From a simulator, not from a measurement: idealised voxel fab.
process module | voxel capacitor over wiring
cross-section cut | 245 nm wide | cells 5 nm
A cross-section is a grid of square cells, given in bands from the top down. A band is one or more rows of cells.
Each band's line starts with the height of the band's top and of its bottom, in nm. Then come its materials from left to right, each with its width in nm. One material with "throughout" fills the band from edge to edge. "air" is empty space.
Height 0 is the level under which the wafer as received is all one material. The lowest band goes on downwards, as in "0 down".
A width such as "30 to 40" changes by the same amount from each row of cells to the next, from the band's top row to its bottom row.
"no change" after a step means that no cell of the cross-section changed.
closed voids: empty space of 8 cells or more with no open way to the top, each as width x height at its distance from the left edge, in nm
after a step's settings: what the simulator itself notes on the step
overlay nm, on a step with a mask: how far to the right of its planned place the mask lay; to the left if negative
plan
1 op RECEIVE | material Si
2 op CONFORMAL_DEP | material SiO2 | thk nm 15
3 op DIRECTIONAL_DEP | material TiN | thk nm 5
4 op DIRECTIONAL_DEP | material Ru | thk nm 25
5 op PATTERN | tone cover | mask id METAL_1 | material resist | width nm 20 | pitch nm 75 | thk nm 20 | overlay nm 0
6 op DIRECTIONAL_ETCH | etch materials Ru | depth nm 25
7 op DIRECTIONAL_ETCH | etch materials TiN | depth nm 5
8 op STRIP | etch materials resist
9 op CONFORMAL_DEP | material SiCN | thk nm 5
10 op FILL_DEP | material SiO2 | thk nm 5
11 op CMP | height nm 45
12 op CONFORMAL_DEP | material SiCN | thk nm 5
13 op DIRECTIONAL_DEP | material lowk | thk nm 20
14 op MASKED_ETCH | tone open | mask id PLUG_1 | width nm 15 | etch materials lowk | depth nm 20 | overlay nm 0
15 op MASKED_ETCH | tone open | mask id PLUG_1 | width nm 15 | etch materials SiCN | depth nm 5 | overlay nm 0
16 op CONFORMAL_DEP | material TiN | thk nm 5
17 op FILL_DEP | material W | thk nm 10
18 op CMP | height nm 70
19 op DIRECTIONAL_DEP | material TiN | thk nm 5
20 op DIRECTIONAL_DEP | material SiN | thk nm 5
21 op DIRECTIONAL_DEP | material TiN | thk nm 10
22 op DIRECTIONAL_DEP | material aC | thk nm 10
23 op PATTERN | tone cover | mask id UPPER_PLATE | material resist | width nm 60 | thk nm 25 | overlay nm 0
24 op DIRECTIONAL_ETCH | etch materials aC | depth nm 10
25 op STRIP | etch materials resist
26 op DIRECTIONAL_ETCH | etch materials TiN | depth nm 10
27 op DIRECTIONAL_ETCH | etch materials SiN | depth nm 5
28 op STRIP | etch materials aC
29 op PATTERN | tone cover | mask id LOWER_PLATE | material resist | width nm 70 | thk nm 15 | overlay nm 0
30 op DIRECTIONAL_ETCH | etch materials TiN | depth nm 5
31 op STRIP | etch materials resist
32 op FILL_DEP | material SiO2 | thk nm 20
33 op CMP | height nm 105
34 op PATTERN | tone open | mask id PLUG_2 | material resist | width nm 15 | thk nm 20 | overlay nm 0
35 op DIRECTIONAL_ETCH | etch materials SiO2 | depth nm 15
36 op STRIP | etch materials resist
37 op CONFORMAL_DEP | material TiN | thk nm 5
38 op FILL_DEP | material Ru | thk nm 10
39 op CMP | height nm 105
40 op CONFORMAL_DEP | material SiN | thk nm 5
as received, after step 1
  0 down: Si throughout
  closed voids: none
a wafer at the end: this start, this plan, one mistake
  110 to 105: SiN throughout
  105 to 95: SiO2 90 | TiN 5 | Ru 5 | TiN 5 | SiO2 140
  95 to 90: SiO2 90 | TiN 15 | SiO2 140
  90 to 85: SiO2 throughout
  85 to 80: SiO2 80 | TiN 60 | SiO2 105
  80 to 75: SiO2 80 | SiN 60 | SiO2 105
  75 to 70: TiN 75 | SiO2 5 | TiN 60 | SiO2 5 | TiN 100
  70 to 50: lowk 80 | TiN 5 | W 5 | TiN 5 | lowk 150
  50 to 45: SiCN 80 | TiN 15 | SiCN 150
  45 to 20: SiO2 70 | SiCN 5 | Ru 20 | SiCN 5 | SiO2 45 | SiCN 5 | Ru 20 | SiCN 5 | SiO2 70
  20 to 15: SiCN 75 | TiN 20 | SiCN 55 | TiN 20 | SiCN 75
  15 to 0: SiO2 throughout
  0 down: Si throughout
  closed voids: none
what went wrong: step 29 ran as: op PATTERN | tone open | mask id LOWER_PLATE | material resist | width nm 70 | thk nm 15 | overlay nm 0
